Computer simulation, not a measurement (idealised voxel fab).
Name of the process module below: voxel tone inversion
Displayed cross-section: cut, width of 175 nm, square cells sized 5 nm.
A cross-section is written here as square cells arranged in a grid, and it is given in bands from the top down, each band taking up one or more rows of cells. In this notation a band is specified by the heights of its top and bottom, in that order and in nm, after which its materials appear from left to right, each paired with its width in nm. The word "everywhere" attached to a single material means that material fills the band from edge to edge; the word "blank" stands for empty space. All heights in this document are referenced to 0, defined as the level beneath which the wafer, as received, consists entirely of one material. The lowest band is not bounded below; it extends indefinitely downward and is written in the form "0 and below". Read "30->40" as a graded width: first number on top, second number at the bottom, same change between each pair of neighbouring rows. Take "same as before" at face value: in the step it is given for, the cross-section changed in none of its cells. You'll see "Entrapped void list" listing empty spaces that have no way open to the top, as long as they're 8 cells or more; the notation is width x height at distance, where the distance is from the left edge, and all of it is in nm. Step line, after settings: the simulator's comment on this step. A step line may carry the setting "overlay nm", which, for steps involving a mask, states the distance by which the mask lay to the right of its intended position; negative values denote displacement to the left.
-- List of planned process steps
| 1 | RECEIVE (material Si) |
| 2 | CONFORMAL_DEP (material SiN; thk nm 5) |
| 3 | DIRECTIONAL_DEP (material aC; thk nm 15) |
| 4 | PATTERN (tone cover; mask id POSTS; material resist; width nm 25; pitch nm 55; thk nm 20; overlay nm 0) |
| 5 | DIRECTIONAL_ETCH (etch materials aC; depth nm 15) |
| 6 | STRIP (etch materials resist) |
| 7 | FILL_DEP (material lowk; thk nm 5) |
| 8 | CMP (height nm 20) |
| 9 | STRIP (etch materials aC) |
| 10 | CONFORMAL_DEP (material TiN; thk nm 5) |
| 11 | FILL_DEP (material Ru; thk nm 5) |
| 12 | CMP (height nm 20) |
| 13 | CONFORMAL_DEP (material SiCN; thk nm 5) |
-- First of two wafers, processed according to plan
-- Cross-section of the incoming wafer, state after step 1
0 and below | Si everywhere
Entrapped void list: none
-- The following cross-section depicts the wafer upon completion of step 2
5 down to 0 | SiN everywhere
Anything lower than 0 is untouched.
-- The following cross-section depicts the wafer upon completion of step 3
20 down to 5 | aC everywhere
Anything lower than 5 is untouched.
-- The following cross-section depicts the wafer upon completion of step 4
40 down to 20 | blank (20) | resist (25) | blank (30) | resist (25) | blank (30) | resist (25) | blank (20)
Anything lower than 20 is untouched.
-- The following cross-section depicts the wafer upon completion of step 5
25 down to 20 | blank (20) | resist (25) | blank (30) | resist (25) | blank (30) | resist (25) | blank (20)
20 down to 5 | blank (20) | aC (25) | blank (30) | aC (25) | blank (30) | aC (25) | blank (20)
Anything lower than 5 is untouched.
-- The following cross-section depicts the wafer upon completion of step 6
20 down to 5 | blank (20) | aC (25) | blank (30) | aC (25) | blank (30) | aC (25) | blank (20)
Anything lower than 5 is untouched.
-- The following cross-section depicts the wafer upon completion of step 7
25 down to 20 | lowk everywhere
20 down to 5 | lowk (20) | aC (25) | lowk (30) | aC (25) | lowk (30) | aC (25) | lowk (20)
Anything lower than 5 is untouched.
-- The following cross-section depicts the wafer upon completion of step 8
20 down to 5 | lowk (20) | aC (25) | lowk (30) | aC (25) | lowk (30) | aC (25) | lowk (20)
Anything lower than 5 is untouched.
-- The following cross-section depicts the wafer upon completion of step 9
20 down to 5 | lowk (20) | blank (25) | lowk (30) | blank (25) | lowk (30) | blank (25) | lowk (20)
Anything lower than 5 is untouched.
-- The following cross-section depicts the wafer upon completion of step 10
25 down to 20 | TiN (25) | blank (15) | TiN (40) | blank (15) | TiN (40) | blank (15) | TiN (25)
20 down to 10 | lowk (20) | TiN (5) | blank (15) | TiN (5) | lowk (30) | TiN (5) | blank (15) | TiN (5) | lowk (30) | TiN (5) | blank (15) | TiN (5) | lowk (20)
10 down to 5 | lowk (20) | TiN (25) | lowk (30) | TiN (25) | lowk (30) | TiN (25) | lowk (20)
Anything lower than 5 is untouched.
-- The following cross-section depicts the wafer upon completion of step 11
30 down to 25 | Ru everywhere
25 down to 20 | TiN (25) | Ru (15) | TiN (40) | Ru (15) | TiN (40) | Ru (15) | TiN (25)
20 down to 10 | lowk (20) | TiN (5) | Ru (15) | TiN (5) | lowk (30) | TiN (5) | Ru (15) | TiN (5) | lowk (30) | TiN (5) | Ru (15) | TiN (5) | lowk (20)
Anything lower than 10 is untouched.
-- The following cross-section depicts the wafer upon completion of step 12
20 down to 10 | lowk (20) | TiN (5) | Ru (15) | TiN (5) | lowk (30) | TiN (5) | Ru (15) | TiN (5) | lowk (30) | TiN (5) | Ru (15) | TiN (5) | lowk (20)
Anything lower than 10 is untouched.
-- The following cross-section depicts the wafer upon completion of step 13
25 down to 20 | SiCN everywhere
Anything lower than 20 is untouched.
-- Notes, second wafer: start = first wafer's, plan = first wafer's, execution had one mistake; history identical to first through step 3
-- when step 4 should have ended
40 down to 20 | blank (25) | resist (20) | blank (35) | resist (20) | blank (35) | resist (20) | blank (20)
Anything lower than 20 is untouched.
-- when step 5 should have ended
25 down to 20 | blank (25) | resist (20) | blank (35) | resist (20) | blank (35) | resist (20) | blank (20)
20 down to 5 | blank (25) | aC (20) | blank (35) | aC (20) | blank (35) | aC (20) | blank (20)
Anything lower than 5 is untouched.
-- when step 6 should have ended
20 down to 5 | blank (25) | aC (20) | blank (35) | aC (20) | blank (35) | aC (20) | blank (20)
Anything lower than 5 is untouched.
-- when step 7 should have ended
25 down to 20 | lowk everywhere
20 down to 5 | lowk (25) | aC (20) | lowk (35) | aC (20) | lowk (35) | aC (20) | lowk (20)
Anything lower than 5 is untouched.
-- when step 8 should have ended
20 down to 5 | lowk (25) | aC (20) | lowk (35) | aC (20) | lowk (35) | aC (20) | lowk (20)
Anything lower than 5 is untouched.
-- when step 9 should have ended
20 down to 5 | lowk (25) | blank (20) | lowk (35) | blank (20) | lowk (35) | blank (20) | lowk (20)
Anything lower than 5 is untouched.
-- when step 10 should have ended
25 down to 20 | TiN (30) | blank (10) | TiN (45) | blank (10) | TiN (45) | blank (10) | TiN (25)
20 down to 10 | lowk (25) | TiN (5) | blank (10) | TiN (5) | lowk (35) | TiN (5) | blank (10) | TiN (5) | lowk (35) | TiN (5) | blank (10) | TiN (5) | lowk (20)
10 down to 5 | lowk (25) | TiN (20) | lowk (35) | TiN (20) | lowk (35) | TiN (20) | lowk (20)
Anything lower than 5 is untouched.
-- when step 11 should have ended
30 down to 25 | Ru everywhere
25 down to 20 | TiN (30) | Ru (10) | TiN (45) | Ru (10) | TiN (45) | Ru (10) | TiN (25)
20 down to 10 | lowk (25) | TiN (5) | Ru (10) | TiN (5) | lowk (35) | TiN (5) | Ru (10) | TiN (5) | lowk (35) | TiN (5) | Ru (10) | TiN (5) | lowk (20)
Anything lower than 10 is untouched.
-- when step 12 should have ended
20 down to 10 | lowk (25) | TiN (5) | Ru (10) | TiN (5) | lowk (35) | TiN (5) | Ru (10) | TiN (5) | lowk (35) | TiN (5) | Ru (10) | TiN (5) | lowk (20)
Anything lower than 10 is untouched.
-- when step 13 should have ended
25 down to 20 | SiCN everywhere
Anything lower than 20 is untouched.
Run error: so step 4 ended up running with a different setting than we planned, it ran as PATTERN (tone cover; mask id POSTS; material resist; width nm 20; pitch nm 55; thk nm 20; overlay nm 0)
It is noted that, at the conclusion of processing, the second wafer exhibits a higher or lower cell count for certain materials relative to the first: -6 Ru, -3 TiN, +9 lowk
